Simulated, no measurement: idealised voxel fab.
Title: Process Module voxel capacitor over wiring
It is cross-section cut that appears here, measuring 270 nm in width, its square cells being 5 nm in size.
A cross-section is a grid of square cells, given in bands from the top down. A band is one or more rows of cells.
A band entry consists of two parts. The first gives the height of the band's top and the height of its bottom, in nm. The rest lists the band's materials from left to right, each with its width in nm. A single material labelled with the word "edge to edge" fills the band from edge to edge, and the word "air" marks empty space.
Height 0 is the level under which the wafer as received is all one material. The lowest band goes on downwards, as in "from 0 down".
A width such as "30..40" changes by the same amount from each row of cells to the next, from the band's top row to its bottom row.
The designation "left unchanged", where it is given for a processing step, indicates that no cell of the cross-section was altered in the course of that step.
The entry "Sealed cavities" lists the empty spaces that cover at least 8 cells and have no open path to the top. Each is written as width x height at distance, where the distance is measured from the left edge and all three values are in nm.
Read whatever lies past the settings on a step's line as the simulator's own remark about the step.
"overlay nm" answers the question of how far to the right of plan the mask lay on a step that has a mask, and when it is negative the answer is to the left.

Planned step list for the process
| 1 | RECEIVE | material Si |
| 2 | CONFORMAL_DEP | material SiO2 | thk nm 15 |
| 3 | CONFORMAL_DEP | material SiN | thk nm 5 |
| 4 | DIRECTIONAL_DEP | material lowk | thk nm 15 |
| 5 | PATTERN | tone open | mask id METAL_1 | material resist | width nm 25 | pitch nm 85 | thk nm 15 | overlay nm 0 |
| 6 | DIRECTIONAL_ETCH | etch materials lowk | depth nm 15 |
| 7 | DIRECTIONAL_ETCH | etch materials SiN | depth nm 5 |
| 8 | STRIP | etch materials resist |
| 9 | CONFORMAL_DEP | material TiN | thk nm 5 |
| 10 | FILL_DEP | material Cu | thk nm 10 |
| 11 | CMP | height nm 35 |
| 12 | CONFORMAL_DEP | material SiCN | thk nm 5 |
| 13 | DIRECTIONAL_DEP | material lowk | thk nm 20 |
| 14 | PATTERN | tone open | mask id PLUG_1 | material resist | width nm 15 | thk nm 15 | overlay nm 0 |
| 15 | DIRECTIONAL_ETCH | etch materials lowk | depth nm 20 |
| 16 | DIRECTIONAL_ETCH | etch materials SiCN | depth nm 5 |
| 17 | STRIP | etch materials resist |
| 18 | EPI | material Ru | thk nm 10 |
| 19 | EPI | material Ru | thk nm 10 |
| 20 | EPI | material Ru | thk nm 5 |
| 21 | DIRECTIONAL_DEP | material TiN | thk nm 5 |
| 22 | DIRECTIONAL_DEP | material HfO2 | thk nm 5 |
| 23 | DIRECTIONAL_DEP | material TiN | thk nm 10 |
| 24 | DIRECTIONAL_DEP | material aC | thk nm 10 |
| 25 | PATTERN | tone cover | mask id UPPER_PLATE | material resist | width nm 65 | thk nm 30 | overlay nm 0 |
| 26 | DIRECTIONAL_ETCH | etch materials aC | depth nm 10 |
| 27 | STRIP | etch materials resist |
| 28 | DIRECTIONAL_ETCH | etch materials TiN | depth nm 10 |
| 29 | DIRECTIONAL_ETCH | etch materials HfO2 | depth nm 5 |
| 30 | STRIP | etch materials aC |
| 31 | DIRECTIONAL_DEP | material aC | thk nm 15 |
| 32 | PATTERN | tone cover | mask id LOWER_PLATE | material resist | width nm 75 | thk nm 35 | overlay nm 0 |
| 33 | DIRECTIONAL_ETCH | etch materials aC | depth nm 15 |
| 34 | STRIP | etch materials resist |
| 35 | DIRECTIONAL_ETCH | etch materials TiN | depth nm 5 |
| 36 | STRIP | etch materials aC |
| 37 | FILL_DEP | material SiO2 | thk nm 20 |
| 38 | CMP | height nm 95 |
| 39 | DIRECTIONAL_DEP | material aC | thk nm 10 |
| 40 | PATTERN | tone open | mask id PLUG_2 | material resist | width nm 15 | thk nm 25 | overlay nm 0 |
| 41 | DIRECTIONAL_ETCH | etch materials aC | depth nm 10 |
| 42 | STRIP | etch materials resist |
| 43 | DIRECTIONAL_ETCH | etch materials SiO2 | depth nm 15 |
| 44 | STRIP | etch materials aC |
| 45 | CONFORMAL_DEP | material TiN | thk nm 5 |
| 46 | FILL_DEP | material Cu | thk nm 5 |
| 47 | CMP | height nm 95 |
| 48 | CONFORMAL_DEP | material SiCN | thk nm 5 |

Incoming wafer in cross-section (state: after step 1)
    from 0 down = Si edge to edge
    Sealed cavities: none

Same starting wafer, same plan as above, one mistake in the execution; this is the cross-section at the end of the module
    from 100 to 95 = SiCN edge to edge
    from 95 to 90 = SiO2 100; TiN 55; SiO2 115
    from 90 to 85 = SiO2 100; TiN 5; HfO2 50; SiO2 115
    from 85 to 80 = SiO2 85; TiN 5; SiO2 10; TiN 60; SiO2 110
    from 80 to 70 = lowk 90; TiN 15; lowk 165
    from 70 to 65 = lowk 90; HfO2 15; lowk 165
    from 65 to 60 = lowk 90; TiN 15; lowk 165
    from 60 to 40 = lowk edge to edge
    from 40 to 35 = SiCN edge to edge
    from 35 to 20 = lowk 80; TiN 5; Cu 15; TiN 5; lowk 60; TiN 5; Cu 15; TiN 5; lowk 80
    from 20 to 15 = SiN 80; TiN 25; SiN 60; TiN 25; SiN 80
    from 15 to 0 = SiO2 edge to edge
    from 0 down = Si edge to edge
    Sealed cavities: none
Finding, execution versus plan: heads up, step 13 of the plan got done twice
